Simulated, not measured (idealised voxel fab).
Herein follows the process module entitled voxel ribs on slabs.
The cross-section on display is named cut; it measures 225 nm wide, and its cells are 5 nm squares.
Just so we're on the same page, the cross-sections are grids of square cells, and they're listed out in bands top to bottom, each band one or more rows deep. Band: top height; bottom height; in nm. Then, left to right: material with width in nm, for each material. "edge to edge": a single material spanning edge to edge. "air": empty space. It should be noted that heights are counted from 0, beneath which the wafer as supplied is of one material throughout, and that the lowest band possesses no lower boundary but continues downward, as written in "0..down". Note: "30->40" means the width goes from the first number (top row of the band) to the second number (bottom row) in equal steps per row of cells. Reading "identical to before" for a step: not a cell of the cross-section changed in it. Reported under the label "Voids, sealed" are the empty spaces having no open way to the top and comprising 8 cells or more; the notation for each is width x height at distance, in which the distance is measured from the left edge and all three values are in nm. That trailing text on a step's line, after the settings, is the simulator's own remark on the step. Each step line may optionally specify "overlay nm", which for a step with a mask gives the rightward distance between the mask's planned place and where it lay, a negative value indicating the leftward direction.
# Planned process steps
1 RECEIVE: material Si
2 DIRECTIONAL_DEP: material SiO2, thk nm 30
3 DIRECTIONAL_DEP: material SiN, thk nm 25
4 PATTERN: tone cover, mask id RIB, material resist, width nm 20, thk nm 20, overlay nm 0
5 DIRECTIONAL_ETCH: etch materials SiN, depth nm 10
6 STRIP: etch materials resist
7 MASKED_ETCH: tone cover, mask id SLAB, width nm 80, etch materials SiN, depth nm 15, overlay nm 0
8 FILL_DEP: material SiO2, thk nm 25
9 CMP: height nm 70
10 DIRECTIONAL_DEP: material TiN, thk nm 10
11 PATTERN: tone cover, mask id HEATER, material resist, width nm 30, thk nm 15, overlay nm 0
12 DIRECTIONAL_ETCH: etch materials TiN, depth nm 10
13 STRIP: etch materials resist
14 CONFORMAL_DEP: material SiO2, thk nm 5
# Cross-section, incoming material, after step 1
* 0..down: Si edge to edge
* Voids, sealed: none
# Post-module cross-section of the first of two wafers (run per plan)
* 85..80: 90 of air, 40 of SiO2, 95 of air
* 80..75: 90 of air, 5 of SiO2, 30 of TiN, 5 of SiO2, 95 of air
* 75..70: 95 of SiO2, 30 of TiN, 100 of SiO2
* 70..55: SiO2 edge to edge
* 55..45: 100 of SiO2, 20 of SiN, 105 of SiO2
* 45..30: 70 of SiO2, 80 of SiN, 75 of SiO2
* 30..0: SiO2 edge to edge
* 0..down: Si edge to edge
* Voids, sealed: none
# This cross-section belongs to the second wafer of two at the end of the module; the start and the plan were shared with the first, and the run included one mistake
* 85..80: 90 of air, 40 of SiO2, 95 of air
* 80..75: 90 of air, 5 of SiO2, 30 of TiN, 5 of SiO2, 95 of air
* 75..70: 95 of SiO2, 30 of TiN, 100 of SiO2
* 70..55: SiO2 edge to edge
* 55..45: 70 of SiO2, 30 of SiN, 20 of SiO2, 30 of SiN, 75 of SiO2
* 45..40: 70 of SiO2, 80 of SiN, 75 of SiO2
* 40..30: SiN edge to edge
* 30..0: SiO2 edge to edge
* 0..down: Si edge to edge
* Voids, sealed: none
Where did the run depart from the plan? step 4 went in with a setting other than planned; the actual run was PATTERN: tone open, mask id RIB, material resist, width nm 20, thk nm 20, overlay nm 0
Cell-count delta at end, second wafer over first, by material: SiN: 74 more; SiO2: 74 fewer
